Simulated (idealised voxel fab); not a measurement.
The following is a process module called voxel self aligned contacts.
For reference, the cross-section in this document is cut, with width 240 nm and square cells of 5 nm.
This document writes a cross-section as a grid whose cells are square, and gives it as bands, listed from the top down; one or more rows of cells form a band.
What a band's entry tells you: where the top is and where the bottom is, as heights in nm, and after that what lies inside, material by material from left to right, each with its width in nm. Empty space is written as the word "blank", and a single material marked with the word "throughout" occupies the band from edge to edge.
Zero point of the height axis is 0; under it, received wafer = one material. Lowest band: continues down indefinitely, "0 -> down".
Width: "30->40" (first number = top row, second number = bottom row, same change from row to row of cells).
When a step is marked "no modification", none of the cells in the cross-section changed during that step.
Empty spaces without an open route to the top, at least 8 cells in extent, make up the entry "Enclosed void entries"; each is given as width x height at distance, where the distance is measured from the left edge, and all are in nm.
Formally, on a step line, whatever follows the settings is a remark that the simulator itself makes on the step.
Among the settings permitted on a step's line is "overlay nm"; applied to a step with a mask, it specifies the extent to which the mask lay to the right of its planned position, whereas a negative figure signifies a position to the left.
### Intended process steps
- 1: RECEIVE,material Si
- 2: OXIDIZE,depth nm 5
- 3: DIRECTIONAL_DEP,material polySi,thk nm 30
- 4: DIRECTIONAL_DEP,material SiN,thk nm 20
- 5: PATTERN,tone cover,mask id GATE,material resist,width nm 35,pitch nm 70,thk nm 15,overlay nm 0
- 6: DIRECTIONAL_ETCH,etch materials SiN,depth nm 20
- 7: DIRECTIONAL_ETCH,etch materials polySi,depth nm 30
- 8: STRIP,etch materials resist
- 9: CONFORMAL_DEP,material SiN,thk nm 10
- 10: DIRECTIONAL_ETCH,etch materials SiN,depth nm 10
- 11: FILL_DEP,material SiO2,thk nm 15
- 12: CMP,height nm 60
- 13: DIRECTIONAL_DEP,material aC,thk nm 10
- 14: PATTERN,tone open,mask id CONTACT,material resist,width nm 55,pitch nm 70,thk nm 30,overlay nm 0
- 15: DIRECTIONAL_ETCH,etch materials aC,depth nm 10
- 16: STRIP,etch materials resist
- 17: DIRECTIONAL_ETCH,etch materials SiO2,depth nm 65
- 18: STRIP,etch materials aC
- 19: CONFORMAL_DEP,material TiN,thk nm 5
- 20: FILL_DEP,material W,thk nm 5
- 21: CMP,height nm 60
- 22: CONFORMAL_DEP,material SiCN,thk nm 5
### Wafer, first of two, run as planned
### as received, after step 1
	0 -> down = Si throughout
	Enclosed void entries: none
### The wafer, seen in cross-section, after step 2
	0 -> -5 = SiO2 throughout
	Beneath the level -5, the cross-section is identical to its previous state.
### The wafer, seen in cross-section, after step 3
	30 -> 0 = polySi throughout
	Beneath the level 0, the cross-section is identical to its previous state.
### The wafer, seen in cross-section, after step 4
	50 -> 30 = SiN throughout
	Beneath the level 30, the cross-section is identical to its previous state.
### The wafer, seen in cross-section, after step 5
	65 -> 50 = 30 blank; 35 resist; 35 blank; 35 resist; 35 blank; 35 resist; 35 blank
	Beneath the level 50, the cross-section is identical to its previous state.
### The wafer, seen in cross-section, after step 6
	65 -> 50 = 30 blank; 35 resist; 35 blank; 35 resist; 35 blank; 35 resist; 35 blank
	50 -> 30 = 30 blank; 35 SiN; 35 blank; 35 SiN; 35 blank; 35 SiN; 35 blank
	Beneath the level 30, the cross-section is identical to its previous state.
### The wafer, seen in cross-section, after step 7
	65 -> 50 = 30 blank; 35 resist; 35 blank; 35 resist; 35 blank; 35 resist; 35 blank
	50 -> 30 = 30 blank; 35 SiN; 35 blank; 35 SiN; 35 blank; 35 SiN; 35 blank
	30 -> 0 = 30 blank; 35 polySi; 35 blank; 35 polySi; 35 blank; 35 polySi; 35 blank
	Beneath the level 0, the cross-section is identical to its previous state.
### The wafer, seen in cross-section, after step 8
	50 -> 30 = 30 blank; 35 SiN; 35 blank; 35 SiN; 35 blank; 35 SiN; 35 blank
	Beneath the level 30, the cross-section is identical to its previous state.
### The wafer, seen in cross-section, after step 9
	60 -> 30 = 20 blank; 55 SiN; 15 blank; 55 SiN; 15 blank; 55 SiN; 25 blank
	30 -> 10 = 20 blank; 10 SiN; 35 polySi; 10 SiN; 15 blank; 10 SiN; 35 polySi; 10 SiN; 15 blank; 10 SiN; 35 polySi; 10 SiN; 25 blank
	10 -> 0 = 30 SiN; 35 polySi; 35 SiN; 35 polySi; 35 SiN; 35 polySi; 35 SiN
	Beneath the level 0, the cross-section is identical to its previous state.
### The wafer, seen in cross-section, after step 10
	50 -> 30 = 20 blank; 55 SiN; 15 blank; 55 SiN; 15 blank; 55 SiN; 25 blank
	30 -> 0 = 20 blank; 10 SiN; 35 polySi; 10 SiN; 15 blank; 10 SiN; 35 polySi; 10 SiN; 15 blank; 10 SiN; 35 polySi; 10 SiN; 25 blank
	Beneath the level 0, the cross-section is identical to its previous state.
### The wafer, seen in cross-section, after step 11
	65 -> 50 = SiO2 throughout
	50 -> 30 = 20 SiO2; 55 SiN; 15 SiO2; 55 SiN; 15 SiO2; 55 SiN; 25 SiO2
	30 -> 0 = 20 SiO2; 10 SiN; 35 polySi; 10 SiN; 15 SiO2; 10 SiN; 35 polySi; 10 SiN; 15 SiO2; 10 SiN; 35 polySi; 10 SiN; 25 SiO2
	Beneath the level 0, the cross-section is identical to its previous state.
### The wafer, seen in cross-section, after step 12
	60 -> 50 = SiO2 throughout
	Beneath the level 50, the cross-section is identical to its previous state.
### The wafer, seen in cross-section, after step 13
	70 -> 60 = aC throughout
	Beneath the level 60, the cross-section is identical to its previous state.
### The wafer, seen in cross-section, after step 14
	100 -> 70 = 55 resist; 55 blank; 15 resist; 55 blank; 60 resist
	Beneath the level 70, the cross-section is identical to its previous state.
### The wafer, seen in cross-section, after step 15
	90 -> 70 = 55 resist; 55 blank; 15 resist; 55 blank; 60 resist
	70 -> 60 = 55 aC; 55 blank; 15 aC; 55 blank; 60 aC
	Beneath the level 60, the cross-section is identical to its previous state.
### The wafer, seen in cross-section, after step 16
	70 -> 60 = 55 aC; 55 blank; 15 aC; 55 blank; 60 aC
	Beneath the level 60, the cross-section is identical to its previous state.
### The wafer, seen in cross-section, after step 17
	70 -> 60 = 55 aC; 55 blank; 15 aC; 55 blank; 60 aC
	60 -> 50 = 55 SiO2; 55 blank; 15 SiO2; 55 blank; 60 SiO2
	50 -> 30 = 20 SiO2; 55 SiN; 15 blank; 55 SiN; 15 blank; 55 SiN; 25 SiO2
	30 -> 0 = 20 SiO2; 10 SiN; 35 polySi; 10 SiN; 15 blank; 10 SiN; 35 polySi; 10 SiN; 15 blank; 10 SiN; 35 polySi; 10 SiN; 25 SiO2
	0 -> -5 = 75 SiO2; 15 blank; 55 SiO2; 15 blank; 80 SiO2
	Beneath the level -5, the cross-section is identical to its previous state.
### The wafer, seen in cross-section, after step 18
	60 -> 50 = 55 SiO2; 55 blank; 15 SiO2; 55 blank; 60 SiO2
	Beneath the level 50, the cross-section is identical to its previous state.
### The wafer, seen in cross-section, after step 19
	65 -> 60 = 60 TiN; 45 blank; 25 TiN; 45 blank; 65 TiN
	60 -> 50 = 55 SiO2; 5->25 TiN; 45->5 blank; 5->25 TiN; 15 SiO2; 5->25 TiN; 45->5 blank; 5->25 TiN; 60 SiO2
	50 -> 30 = 20 SiO2; 55 SiN; 5 TiN; 5 blank; 5 TiN; 55 SiN; 5 TiN; 5 blank; 5 TiN; 55 SiN; 25 SiO2
	30 -> 0 = 20 SiO2; 10 SiN; 35 polySi; 10 SiN; 5 TiN; 5 blank; 5 TiN; 10 SiN; 35 polySi; 10 SiN; 5 TiN; 5 blank; 5 TiN; 10 SiN; 35 polySi; 10 SiN; 25 SiO2
	0 -> -5 = 75 SiO2; 15 TiN; 55 SiO2; 15 TiN; 80 SiO2
	Beneath the level -5, the cross-section is identical to its previous state.
### The wafer, seen in cross-section, after step 20
	70 -> 65 = W throughout
	65 -> 60 = 60 TiN; 45 W; 25 TiN; 45 W; 65 TiN
	60 -> 50 = 55 SiO2; 5->25 TiN; 45->5 W; 5->25 TiN; 15 SiO2; 5->25 TiN; 45->5 W; 5->25 TiN; 60 SiO2
	50 -> 30 = 20 SiO2; 55 SiN; 5 TiN; 5 W; 5 TiN; 55 SiN; 5 TiN; 5 W; 5 TiN; 55 SiN; 25 SiO2
	30 -> 0 = 20 SiO2; 10 SiN; 35 polySi; 10 SiN; 5 TiN; 5 W; 5 TiN; 10 SiN; 35 polySi; 10 SiN; 5 TiN; 5 W; 5 TiN; 10 SiN; 35 polySi; 10 SiN; 25 SiO2
	Beneath the level 0, the cross-section is identical to its previous state.
### The wafer, seen in cross-section, after step 21
	60 -> 50 = 55 SiO2; 5->25 TiN; 45->5 W; 5->25 TiN; 15 SiO2; 5->25 TiN; 45->5 W; 5->25 TiN; 60 SiO2
	Beneath the level 50, the cross-section is identical to its previous state.
### The wafer, seen in cross-section, after step 22
	65 -> 60 = SiCN throughout
	Beneath the level 60, the cross-section is identical to its previous state.
### second wafer: like start, like plan, one mistake. Through step 4 it matches the first wafer
### Second wafer, section view, time point: scheduled end of step 5
	65 -> 50 = 30 resist; 35 blank; 35 resist; 35 blank; 35 resist; 35 blank; 35 resist
	Beneath the level 50, the cross-section is identical to its previous state.
### Second wafer, section view, time point: scheduled end of step 6
	65 -> 50 = 30 resist; 35 blank; 35 resist; 35 blank; 35 resist; 35 blank; 35 resist
	50 -> 30 = 30 SiN; 35 blank; 35 SiN; 35 blank; 35 SiN; 35 blank; 35 SiN
	Beneath the level 30, the cross-section is identical to its previous state.
### Second wafer, section view, time point: scheduled end of step 7
	65 -> 50 = 30 resist; 35 blank; 35 resist; 35 blank; 35 resist; 35 blank; 35 resist
	50 -> 30 = 30 SiN; 35 blank; 35 SiN; 35 blank; 35 SiN; 35 blank; 35 SiN
	30 -> 0 = 30 polySi; 35 blank; 35 polySi; 35 blank; 35 polySi; 35 blank; 35 polySi
	Beneath the level 0, the cross-section is identical to its previous state.
### Second wafer, section view, time point: scheduled end of step 8
	50 -> 30 = 30 SiN; 35 blank; 35 SiN; 35 blank; 35 SiN; 35 blank; 35 SiN
	Beneath the level 30, the cross-section is identical to its previous state.
### Second wafer, section view, time point: scheduled end of step 9
	60 -> 30 = 40 SiN; 15 blank; 55 SiN; 15 blank; 55 SiN; 15 blank; 45 SiN
	30 -> 10 = 30 polySi; 10 SiN; 15 blank; 10 SiN; 35 polySi; 10 SiN; 15 blank; 10 SiN; 35 polySi; 10 SiN; 15 blank; 10 SiN; 35 polySi
	10 -> 0 = 30 polySi; 35 SiN; 35 polySi; 35 SiN; 35 polySi; 35 SiN; 35 polySi
	Beneath the level 0, the cross-section is identical to its previous state.
### Second wafer, section view, time point: scheduled end of step 10
	50 -> 30 = 40 SiN; 15 blank; 55 SiN; 15 blank; 55 SiN; 15 blank; 45 SiN
	30 -> 0 = 30 polySi; 10 SiN; 15 blank; 10 SiN; 35 polySi; 10 SiN; 15 blank; 10 SiN; 35 polySi; 10 SiN; 15 blank; 10 SiN; 35 polySi
	Beneath the level 0, the cross-section is identical to its previous state.
### Second wafer, section view, time point: scheduled end of step 11
	65 -> 50 = SiO2 throughout
	50 -> 30 = 40 SiN; 15 SiO2; 55 SiN; 15 SiO2; 55 SiN; 15 SiO2; 45 SiN
	30 -> 0 = 30 polySi; 10 SiN; 15 SiO2; 10 SiN; 35 polySi; 10 SiN; 15 SiO2; 10 SiN; 35 polySi; 10 SiN; 15 SiO2; 10 SiN; 35 polySi
	Beneath the level 0, the cross-section is identical to its previous state.
### Second wafer, section view, time point: scheduled end of step 12
	60 -> 50 = SiO2 throughout
	Beneath the level 50, the cross-section is identical to its previous state.
### Second wafer, section view, time point: scheduled end of step 13
	70 -> 60 = aC throughout
	Beneath the level 60, the cross-section is identical to its previous state.
### Second wafer, section view, time point: scheduled end of step 14
	100 -> 70 = 55 resist; 55 blank; 15 resist; 55 blank; 60 resist
	Beneath the level 70, the cross-section is identical to its previous state.
### Second wafer, section view, time point: scheduled end of step 15
	90 -> 70 = 55 resist; 55 blank; 15 resist; 55 blank; 60 resist
	70 -> 60 = 55 aC; 55 blank; 15 aC; 55 blank; 60 aC
	Beneath the level 60, the cross-section is identical to its previous state.
### Second wafer, section view, time point: scheduled end of step 16
	70 -> 60 = 55 aC; 55 blank; 15 aC; 55 blank; 60 aC
	Beneath the level 60, the cross-section is identical to its previous state.
### Second wafer, section view, time point: scheduled end of step 17
	70 -> 60 = 55 aC; 55 blank; 15 aC; 55 blank; 60 aC
	60 -> 50 = 55 SiO2; 55 blank; 15 SiO2; 55 blank; 60 SiO2
	Beneath the level 50, the cross-section is identical to its previous state.
### Second wafer, section view, time point: scheduled end of step 18
	60 -> 50 = 55 SiO2; 55 blank; 15 SiO2; 55 blank; 60 SiO2
	Beneath the level 50, the cross-section is identical to its previous state.
### Second wafer, section view, time point: scheduled end of step 19
	65 -> 60 = 60 TiN; 45 blank; 25 TiN; 45 blank; 65 TiN
	60 -> 55 = 55 SiO2; 5 TiN; 45 blank; 5 TiN; 15 SiO2; 5 TiN; 45 blank; 5 TiN; 60 SiO2
	55 -> 50 = 55 SiO2; 55 TiN; 15 SiO2; 55 TiN; 60 SiO2
	Beneath the level 50, the cross-section is identical to its previous state.
### Second wafer, section view, time point: scheduled end of step 20
	70 -> 65 = W throughout
	65 -> 60 = 60 TiN; 45 W; 25 TiN; 45 W; 65 TiN
	60 -> 55 = 55 SiO2; 5 TiN; 45 W; 5 TiN; 15 SiO2; 5 TiN; 45 W; 5 TiN; 60 SiO2
	Beneath the level 55, the cross-section is identical to its previous state.
### Second wafer, section view, time point: scheduled end of step 21
	60 -> 55 = 55 SiO2; 5 TiN; 45 W; 5 TiN; 15 SiO2; 5 TiN; 45 W; 5 TiN; 60 SiO2
	Beneath the level 55, the cross-section is identical to its previous state.
### Second wafer, section view, time point: scheduled end of step 22
	65 -> 60 = SiCN throughout
	Beneath the level 60, the cross-section is identical to its previous state.
Finding, execution versus plan: step 5 was not run as planned; what actually ran was PATTERN,tone open,mask id GATE,material resist,width nm 35,pitch nm 70,thk nm 15,overlay nm 0
Count the cells at the end and the second wafer has more or fewer of some materials than the first: 24 more of SiN | 6 more of SiO2 | 44 fewer of TiN | 22 fewer of W | 36 more of polySi
